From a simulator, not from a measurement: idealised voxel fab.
process module | voxel plated lines
cross-section cut | 210 nm wide | cells 5 nm
A cross-section is a grid of square cells, given in bands from the top down. A band is one or more rows of cells.
Each band's line starts with the height of the band's top and of its bottom, in nm. Then come its materials from left to right, each with its width in nm. One material with "throughout" fills the band from edge to edge. "air" is empty space.
Height 0 is the level under which the wafer as received is all one material. The lowest band goes on downwards, as in "0 down".
A width such as "30 to 40" changes by the same amount from each row of cells to the next, from the band's top row to its bottom row.
"no change" after a step means that no cell of the cross-section changed.
closed voids: empty space of 8 cells or more with no open way to the top, each as width x height at its distance from the left edge, in nm
after a step's settings: what the simulator itself notes on the step
overlay nm, on a step with a mask: how far to the right of its planned place the mask lay; to the left if negative
plan
1 op RECEIVE | material Si
2 op CONFORMAL_DEP | material Al2O3 | thk nm 10
3 op DIRECTIONAL_DEP | material TiN | thk nm 5
4 op PATTERN | tone open | mask id LINES | material resist | width nm 25 | pitch nm 40 | thk nm 40 | overlay nm 0
5 op EPI | material Ru | thk nm 10
6 op EPI | material Ru | thk nm 10
7 op EPI | material Ru | thk nm 10
8 op STRIP | etch materials resist
9 op DIRECTIONAL_ETCH | etch materials TiN | depth nm 5
10 op CONFORMAL_DEP | material SiN | thk nm 10
first wafer, as planned
as received, after step 1
  0 down: Si throughout
  closed voids: none
after step 2
  10 to 0: Al2O3 throughout
  below 0: unchanged
after step 3
  15 to 10: TiN throughout
  below 10: unchanged
after step 4
  55 to 15: resist 70 | air 25 | resist 15 | air 25 | resist 75
  below 15: unchanged
after step 5
  55 to 25: resist 70 | air 25 | resist 15 | air 25 | resist 75
  25 to 15: resist 70 | Ru 25 | resist 15 | Ru 25 | resist 75
  below 15: unchanged
after step 6
  55 to 35: resist 70 | air 25 | resist 15 | air 25 | resist 75
  35 to 15: resist 70 | Ru 25 | resist 15 | Ru 25 | resist 75
  below 15: unchanged
after step 7
  55 to 45: resist 70 | air 25 | resist 15 | air 25 | resist 75
  45 to 15: resist 70 | Ru 25 | resist 15 | Ru 25 | resist 75
  below 15: unchanged
after step 8
  45 to 15: air 70 | Ru 25 | air 15 | Ru 25 | air 75
  below 15: unchanged
after step 9
  45 to 15: air 70 | Ru 25 | air 15 | Ru 25 | air 75
  15 to 10: air 70 | TiN 25 | air 15 | TiN 25 | air 75
  below 10: unchanged
after step 10
  55 to 45: air 60 | SiN 85 | air 65
  45 to 20: air 60 | SiN 10 | Ru 25 | SiN 15 | Ru 25 | SiN 10 | air 65
  20 to 15: SiN 70 | Ru 25 | SiN 15 | Ru 25 | SiN 75
  15 to 10: SiN 70 | TiN 25 | SiN 15 | TiN 25 | SiN 75
  below 10: unchanged
second wafer: like start, like plan, one mistake. Through step 3 it matches the first wafer
when step 4 should have ended
  55 to 15: resist 75 | air 15 | resist 25 | air 15 | resist 80
  below 15: unchanged
when step 5 should have ended
  55 to 25: resist 75 | air 15 | resist 25 | air 15 | resist 80
  25 to 15: resist 75 | Ru 15 | resist 25 | Ru 15 | resist 80
  below 15: unchanged
when step 6 should have ended
  55 to 35: resist 75 | air 15 | resist 25 | air 15 | resist 80
  35 to 15: resist 75 | Ru 15 | resist 25 | Ru 15 | resist 80
  below 15: unchanged
when step 7 should have ended
  55 to 45: resist 75 | air 15 | resist 25 | air 15 | resist 80
  45 to 15: resist 75 | Ru 15 | resist 25 | Ru 15 | resist 80
  below 15: unchanged
when step 8 should have ended
  45 to 15: air 75 | Ru 15 | air 25 | Ru 15 | air 80
  below 15: unchanged
when step 9 should have ended
  45 to 15: air 75 | Ru 15 | air 25 | Ru 15 | air 80
  15 to 10: air 75 | TiN 15 | air 25 | TiN 15 | air 80
  below 10: unchanged
when step 10 should have ended
  55 to 45: air 65 | SiN 35 | air 5 | SiN 35 | air 70
  45 to 20: air 65 | SiN 10 | Ru 15 | SiN 10 | air 5 | SiN 10 | Ru 15 | SiN 10 | air 70
  20 to 15: SiN 75 | Ru 15 | SiN 25 | Ru 15 | SiN 80
  15 to 10: SiN 75 | TiN 15 | SiN 25 | TiN 15 | SiN 80
  below 10: unchanged
what went wrong: step 4 ran as: op PATTERN | tone open | mask id LINES | material resist | width nm 15 | pitch nm 40 | thk nm 40 | overlay nm 0
at the end the second wafer has, in cells: 24 fewer of Ru | 7 more of SiN | 4 fewer of TiN
